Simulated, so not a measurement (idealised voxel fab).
process module | voxel capacitor over wiring
Each square cell in cross-section cut measures 5 nm, and the section as a whole is 185 nm wide.
A cross-section is a grid of square cells, given in bands from the top down. A band is one or more rows of cells. Top height, bottom height, nm. Materials left to right, width each, nm. Single material + "everywhere" = fills band edge to edge. "blank" = empty. Below 0: as-received wafer, all one material; heights counted from there. Lowest band: no bottom, goes on down, written "0 and below". Width "30..40": first value at the band's top row of cells, second value at its bottom row, equal change from row to row. Take "no change occurred" at face value: in the step it is given for, the cross-section changed in none of its cells. Closed-off voids of 8+ cells (no open route to the top) go in "Enclosed void inventory", written width x height at distance from the left edge, in nm. Step line, after settings: the simulator's comment on this step. overlay nm: right-of-plan distance of the mask on a masked step; negative values mean left-of-plan.

Intended process steps:
step 1: op RECEIVE | material Si
step 2: op CONFORMAL_DEP | material SiO2 | thk nm 10
step 3: op CONFORMAL_DEP | material SiCN | thk nm 5
step 4: op DIRECTIONAL_DEP | material lowk | thk nm 15
step 5: op MASKED_ETCH | tone open | mask id METAL_1 | width nm 30 | pitch nm 85 | etch materials lowk | depth nm 15 | overlay nm 0
step 6: op MASKED_ETCH | tone open | mask id METAL_1 | width nm 30 | pitch nm 85 | etch materials SiCN | depth nm 5 | overlay nm 0
step 7: op CONFORMAL_DEP | material TiN | thk nm 5
step 8: op FILL_DEP | material Cu | thk nm 5
step 9: op CMP | height nm 30
step 10: op CONFORMAL_DEP | material SiCN | thk nm 5
step 11: op DIRECTIONAL_DEP | material SiO2 | thk nm 10
step 12: op PATTERN | tone open | mask id PLUG_1 | material resist | width nm 15 | thk nm 20 | overlay nm 0
step 13: op DIRECTIONAL_ETCH | etch materials SiO2 | depth nm 10
step 14: op DIRECTIONAL_ETCH | etch materials SiCN | depth nm 5
step 15: op STRIP | etch materials resist
step 16: op CONFORMAL_DEP | material TiN | thk nm 5
step 17: op FILL_DEP | material Cu | thk nm 5
step 18: op CMP | height nm 45
step 19: op DIRECTIONAL_DEP | material TiN | thk nm 5
step 20: op DIRECTIONAL_DEP | material SiN | thk nm 5
step 21: op DIRECTIONAL_DEP | material TiN | thk nm 5
step 22: op PATTERN | tone cover | mask id UPPER_PLATE | material resist | width nm 60 | thk nm 20 | overlay nm 0
step 23: op DIRECTIONAL_ETCH | etch materials TiN | depth nm 5
step 24: op DIRECTIONAL_ETCH | etch materials SiN | depth nm 5
step 25: op STRIP | etch materials resist
step 26: op PATTERN | tone cover | mask id LOWER_PLATE | material resist | width nm 70 | thk nm 20 | overlay nm 0
step 27: op DIRECTIONAL_ETCH | etch materials TiN | depth nm 5
step 28: op STRIP | etch materials resist
step 29: op FILL_DEP | material SiO2 | thk nm 20
step 30: op CMP | height nm 75
step 31: op MASKED_ETCH | tone open | mask id PLUG_2 | width nm 15 | etch materials SiO2 | depth nm 15 | overlay nm 0
step 32: op CONFORMAL_DEP | material TiN | thk nm 5
step 33: op FILL_DEP | material Ru | thk nm 5
step 34: op CMP | height nm 75
step 35: op CONFORMAL_DEP | material SiCN | thk nm 5

The first of the two wafers, which ran as planned:

Here's what the wafer looked like in cross-section when it arrived - that's after step 1:
* 0 and below = Si everywhere
* Enclosed void inventory: none

After step 2: wafer cross-section:
* 10 down to 0 = SiO2 everywhere
* Nothing below the height 0 has changed.

After step 3: wafer cross-section:
* 15 down to 10 = SiCN everywhere
* Nothing below the height 10 has changed.

After step 4: wafer cross-section:
* 30 down to 15 = lowk everywhere
* Nothing below the height 15 has changed.

After step 5: wafer cross-section:
* 30 down to 15 = lowk: 35  blank: 30  lowk: 55  blank: 30  lowk: 35
* Nothing below the height 15 has changed.

After step 6: wafer cross-section:
* 30 down to 15 = lowk: 35  blank: 30  lowk: 55  blank: 30  lowk: 35
* 15 down to 10 = SiCN: 35  blank: 30  SiCN: 55  blank: 30  SiCN: 35
* Nothing below the height 10 has changed.

After step 7: wafer cross-section:
* 35 down to 30 = TiN: 40  blank: 20  TiN: 65  blank: 20  TiN: 40
* 30 down to 15 = lowk: 35  TiN: 5  blank: 20  TiN: 5  lowk: 55  TiN: 5  blank: 20  TiN: 5  lowk: 35
* 15 down to 10 = SiCN: 35  TiN: 30  SiCN: 55  TiN: 30  SiCN: 35
* Nothing below the height 10 has changed.

After step 8: wafer cross-section:
* 40 down to 35 = Cu everywhere
* 35 down to 30 = TiN: 40  Cu: 20  TiN: 65  Cu: 20  TiN: 40
* 30 down to 15 = lowk: 35  TiN: 5  Cu: 20  TiN: 5  lowk: 55  TiN: 5  Cu: 20  TiN: 5  lowk: 35
* Nothing below the height 15 has changed.

After step 9: wafer cross-section:
* 30 down to 15 = lowk: 35  TiN: 5  Cu: 20  TiN: 5  lowk: 55  TiN: 5  Cu: 20  TiN: 5  lowk: 35
* Nothing below the height 15 has changed.

After step 10: wafer cross-section:
* 35 down to 30 = SiCN everywhere
* Nothing below the height 30 has changed.

After step 11: wafer cross-section:
* 45 down to 35 = SiO2 everywhere
* Nothing below the height 35 has changed.

After step 12: wafer cross-section:
* 65 down to 45 = resist: 50  blank: 15  resist: 120
* Nothing below the height 45 has changed.

After step 13: wafer cross-section:
* 65 down to 45 = resist: 50  blank: 15  resist: 120
* 45 down to 35 = SiO2: 50  blank: 15  SiO2: 120
* Nothing below the height 35 has changed.

After step 14: wafer cross-section:
* 65 down to 45 = resist: 50  blank: 15  resist: 120
* 45 down to 35 = SiO2: 50  blank: 15  SiO2: 120
* 35 down to 30 = SiCN: 50  blank: 15  SiCN: 120
* Nothing below the height 30 has changed.

After step 15: wafer cross-section:
* 45 down to 35 = SiO2: 50  blank: 15  SiO2: 120
* Nothing below the height 35 has changed.

After step 16: wafer cross-section:
* 50 down to 45 = TiN: 55  blank: 5  TiN: 125
* 45 down to 35 = SiO2: 50  TiN: 5  blank: 5  TiN: 5  SiO2: 120
* 35 down to 30 = SiCN: 50  TiN: 15  SiCN: 120
* Nothing below the height 30 has changed.

After step 17: wafer cross-section:
* 55 down to 50 = Cu everywhere
* 50 down to 45 = TiN: 55  Cu: 5  TiN: 125
* 45 down to 35 = SiO2: 50  TiN: 5  Cu: 5  TiN: 5  SiO2: 120
* Nothing below the height 35 has changed.

After step 18: wafer cross-section:
* 45 down to 35 = SiO2: 50  TiN: 5  Cu: 5  TiN: 5  SiO2: 120
* Nothing below the height 35 has changed.

After step 19: wafer cross-section:
* 50 down to 45 = TiN everywhere
* Nothing below the height 45 has changed.

After step 20: wafer cross-section:
* 55 down to 50 = SiN everywhere
* Nothing below the height 50 has changed.

After step 21: wafer cross-section:
* 60 down to 55 = TiN everywhere
* Nothing below the height 55 has changed.

After step 22: wafer cross-section:
* 80 down to 60 = blank: 50  resist: 60  blank: 75
* Nothing below the height 60 has changed.

After step 23: wafer cross-section:
* 80 down to 60 = blank: 50  resist: 60  blank: 75
* 60 down to 55 = blank: 50  TiN: 60  blank: 75
* Nothing below the height 55 has changed.

After step 24: wafer cross-section:
* 80 down to 60 = blank: 50  resist: 60  blank: 75
* 60 down to 55 = blank: 50  TiN: 60  blank: 75
* 55 down to 50 = blank: 50  SiN: 60  blank: 75
* Nothing below the height 50 has changed.

After step 25: wafer cross-section:
* 60 down to 55 = blank: 50  TiN: 60  blank: 75
* Nothing below the height 55 has changed.

After step 26: wafer cross-section:
* 80 down to 60 = blank: 45  resist: 70  blank: 70
* 60 down to 55 = blank: 45  resist: 5  TiN: 60  resist: 5  blank: 70
* 55 down to 50 = blank: 45  resist: 5  SiN: 60  resist: 5  blank: 70
* Nothing below the height 50 has changed.

After step 27: wafer cross-section:
* 80 down to 60 = blank: 45  resist: 70  blank: 70
* 60 down to 55 = blank: 45  resist: 5  TiN: 60  resist: 5  blank: 70
* 55 down to 50 = blank: 45  resist: 5  SiN: 60  resist: 5  blank: 70
* 50 down to 45 = blank: 45  TiN: 70  blank: 70
* Nothing below the height 45 has changed.

After step 28: wafer cross-section:
* 60 down to 55 = blank: 50  TiN: 60  blank: 75
* 55 down to 50 = blank: 50  SiN: 60  blank: 75
* Nothing below the height 50 has changed.

After step 29: wafer cross-section:
* 80 down to 60 = SiO2 everywhere
* 60 down to 55 = SiO2: 50  TiN: 60  SiO2: 75
* 55 down to 50 = SiO2: 50  SiN: 60  SiO2: 75
* 50 down to 45 = SiO2: 45  TiN: 70  SiO2: 70
* Nothing below the height 45 has changed.

After step 30: wafer cross-section:
* 75 down to 60 = SiO2 everywhere
* Nothing below the height 60 has changed.

After step 31: wafer cross-section:
* 75 down to 60 = SiO2: 60  blank: 15  SiO2: 110
* Nothing below the height 60 has changed.

After step 32: wafer cross-section:
* 80 down to 75 = TiN: 65  blank: 5  TiN: 115
* 75 down to 65 = SiO2: 60  TiN: 5  blank: 5  TiN: 5  SiO2: 110
* 65 down to 55 = SiO2: 60..50  TiN: 15..60  SiO2: 110..75
* Nothing below the height 55 has changed.

After step 33: wafer cross-section:
* 85 down to 80 = Ru everywhere
* 80 down to 75 = TiN: 65  Ru: 5  TiN: 115
* 75 down to 65 = SiO2: 60  TiN: 5  Ru: 5  TiN: 5  SiO2: 110
* Nothing below the height 65 has changed.

After step 34: wafer cross-section:
* 75 down to 65 = SiO2: 60  TiN: 5  Ru: 5  TiN: 5  SiO2: 110
* Nothing below the height 65 has changed.

After step 35: wafer cross-section:
* 80 down to 75 = SiCN everywhere
* Nothing below the height 75 has changed.

For the second wafer, take the first wafer's start and plan, then add one mistake made in running it; everything through step 1, that step included, is shared with the first:

Cross-section: second wafer, time at which step 2 was scheduled to end: no change occurred

Cross-section: second wafer, time at which step 3 was scheduled to end:
* 5 down to 0 = SiCN everywhere
* Nothing below the height 0 has changed.

Cross-section: second wafer, time at which step 4 was scheduled to end:
* 20 down to 5 = lowk everywhere
* Nothing below the height 5 has changed.

Cross-section: second wafer, time at which step 5 was scheduled to end:
* 20 down to 5 = lowk: 35  blank: 30  lowk: 55  blank: 30  lowk: 35
* Nothing below the height 5 has changed.

Cross-section: second wafer, time at which step 6 was scheduled to end:
* 20 down to 5 = lowk: 35  blank: 30  lowk: 55  blank: 30  lowk: 35
* 5 down to 0 = SiCN: 35  blank: 30  SiCN: 55  blank: 30  SiCN: 35
* Nothing below the height 0 has changed.

Cross-section: second wafer, time at which step 7 was scheduled to end:
* 25 down to 20 = TiN: 40  blank: 20  TiN: 65  blank: 20  TiN: 40
* 20 down to 5 = lowk: 35  TiN: 5  blank: 20  TiN: 5  lowk: 55  TiN: 5  blank: 20  TiN: 5  lowk: 35
* 5 down to 0 = SiCN: 35  TiN: 30  SiCN: 55  TiN: 30  SiCN: 35
* Nothing below the height 0 has changed.

Cross-section: second wafer, time at which step 8 was scheduled to end:
* 30 down to 25 = Cu everywhere
* 25 down to 20 = TiN: 40  Cu: 20  TiN: 65  Cu: 20  TiN: 40
* 20 down to 5 = lowk: 35  TiN: 5  Cu: 20  TiN: 5  lowk: 55  TiN: 5  Cu: 20  TiN: 5  lowk: 35
* Nothing below the height 5 has changed.

Cross-section: second wafer, time at which step 9 was scheduled to end: no change occurred

Cross-section: second wafer, time at which step 10 was scheduled to end:
* 35 down to 30 = SiCN everywhere
* Nothing below the height 30 has changed.

Cross-section: second wafer, time at which step 11 was scheduled to end:
* 45 down to 35 = SiO2 everywhere
* Nothing below the height 35 has changed.

Cross-section: second wafer, time at which step 12 was scheduled to end:
* 65 down to 45 = resist: 50  blank: 15  resist: 120
* Nothing below the height 45 has changed.

Cross-section: second wafer, time at which step 13 was scheduled to end:
* 65 down to 45 = resist: 50  blank: 15  resist: 120
* 45 down to 35 = SiO2: 50  blank: 15  SiO2: 120
* Nothing below the height 35 has changed.

Cross-section: second wafer, time at which step 14 was scheduled to end:
* 65 down to 45 = resist: 50  blank: 15  resist: 120
* 45 down to 35 = SiO2: 50  blank: 15  SiO2: 120
* 35 down to 30 = SiCN: 50  blank: 15  SiCN: 120
* Nothing below the height 30 has changed.

Cross-section: second wafer, time at which step 15 was scheduled to end:
* 45 down to 35 = SiO2: 50  blank: 15  SiO2: 120
* Nothing below the height 35 has changed.

Cross-section: second wafer, time at which step 16 was scheduled to end:
* 50 down to 45 = TiN: 55  blank: 5  TiN: 125
* 45 down to 35 = SiO2: 50  TiN: 5  blank: 5  TiN: 5  SiO2: 120
* 35 down to 30 = SiCN: 50  TiN: 15  SiCN: 120
* Nothing below the height 30 has changed.

Cross-section: second wafer, time at which step 17 was scheduled to end:
* 55 down to 50 = Cu everywhere
* 50 down to 45 = TiN: 55  Cu: 5  TiN: 125
* 45 down to 35 = SiO2: 50  TiN: 5  Cu: 5  TiN: 5  SiO2: 120
* Nothing below the height 35 has changed.

Cross-section: second wafer, time at which step 18 was scheduled to end:
* 45 down to 35 = SiO2: 50  TiN: 5  Cu: 5  TiN: 5  SiO2: 120
* Nothing below the height 35 has changed.

Cross-section: second wafer, time at which step 19 was scheduled to end:
* 50 down to 45 = TiN everywhere
* Nothing below the height 45 has changed.

Cross-section: second wafer, time at which step 20 was scheduled to end:
* 55 down to 50 = SiN everywhere
* Nothing below the height 50 has changed.

Cross-section: second wafer, time at which step 21 was scheduled to end:
* 60 down to 55 = TiN everywhere
* Nothing below the height 55 has changed.

Cross-section: second wafer, time at which step 22 was scheduled to end:
* 80 down to 60 = blank: 50  resist: 60  blank: 75
* Nothing below the height 60 has changed.

Cross-section: second wafer, time at which step 23 was scheduled to end:
* 80 down to 60 = blank: 50  resist: 60  blank: 75
* 60 down to 55 = blank: 50  TiN: 60  blank: 75
* Nothing below the height 55 has changed.

Cross-section: second wafer, time at which step 24 was scheduled to end:
* 80 down to 60 = blank: 50  resist: 60  blank: 75
* 60 down to 55 = blank: 50  TiN: 60  blank: 75
* 55 down to 50 = blank: 50  SiN: 60  blank: 75
* Nothing below the height 50 has changed.

Cross-section: second wafer, time at which step 25 was scheduled to end:
* 60 down to 55 = blank: 50  TiN: 60  blank: 75
* Nothing below the height 55 has changed.

Cross-section: second wafer, time at which step 26 was scheduled to end:
* 80 down to 60 = blank: 45  resist: 70  blank: 70
* 60 down to 55 = blank: 45  resist: 5  TiN: 60  resist: 5  blank: 70
* 55 down to 50 = blank: 45  resist: 5  SiN: 60  resist: 5  blank: 70
* Nothing below the height 50 has changed.

Cross-section: second wafer, time at which step 27 was scheduled to end:
* 80 down to 60 = blank: 45  resist: 70  blank: 70
* 60 down to 55 = blank: 45  resist: 5  TiN: 60  resist: 5  blank: 70
* 55 down to 50 = blank: 45  resist: 5  SiN: 60  resist: 5  blank: 70
* 50 down to 45 = blank: 45  TiN: 70  blank: 70
* Nothing below the height 45 has changed.

Cross-section: second wafer, time at which step 28 was scheduled to end:
* 60 down to 55 = blank: 50  TiN: 60  blank: 75
* 55 down to 50 = blank: 50  SiN: 60  blank: 75
* Nothing below the height 50 has changed.

Cross-section: second wafer, time at which step 29 was scheduled to end:
* 80 down to 60 = SiO2 everywhere
* 60 down to 55 = SiO2: 50  TiN: 60  SiO2: 75
* 55 down to 50 = SiO2: 50  SiN: 60  SiO2: 75
* 50 down to 45 = SiO2: 45  TiN: 70  SiO2: 70
* Nothing below the height 45 has changed.

Cross-section: second wafer, time at which step 30 was scheduled to end:
* 75 down to 60 = SiO2 everywhere
* Nothing below the height 60 has changed.

Cross-section: second wafer, time at which step 31 was scheduled to end:
* 75 down to 60 = SiO2: 60  blank: 15  SiO2: 110
* Nothing below the height 60 has changed.

Cross-section: second wafer, time at which step 32 was scheduled to end:
* 80 down to 75 = TiN: 65  blank: 5  TiN: 115
* 75 down to 65 = SiO2: 60  TiN: 5  blank: 5  TiN: 5  SiO2: 110
* 65 down to 55 = SiO2: 60..50  TiN: 15..60  SiO2: 110..75
* Nothing below the height 55 has changed.

Cross-section: second wafer, time at which step 33 was scheduled to end:
* 85 down to 80 = Ru everywhere
* 80 down to 75 = TiN: 65  Ru: 5  TiN: 115
* 75 down to 65 = SiO2: 60  TiN: 5  Ru: 5  TiN: 5  SiO2: 110
* Nothing below the height 65 has changed.

Cross-section: second wafer, time at which step 34 was scheduled to end:
* 75 down to 65 = SiO2: 60  TiN: 5  Ru: 5  TiN: 5  SiO2: 110
* Nothing below the height 65 has changed.

Cross-section: second wafer, time at which step 35 was scheduled to end:
* 80 down to 75 = SiCN everywhere
* Nothing below the height 75 has changed.
what went wrong: step 2 was dropped from the plan's execution and never run
Upon completion, the second wafer contains, in terms of cells, a greater or smaller amount of certain materials than the first wafer: +45 Cu; -74 SiO2; +29 TiN
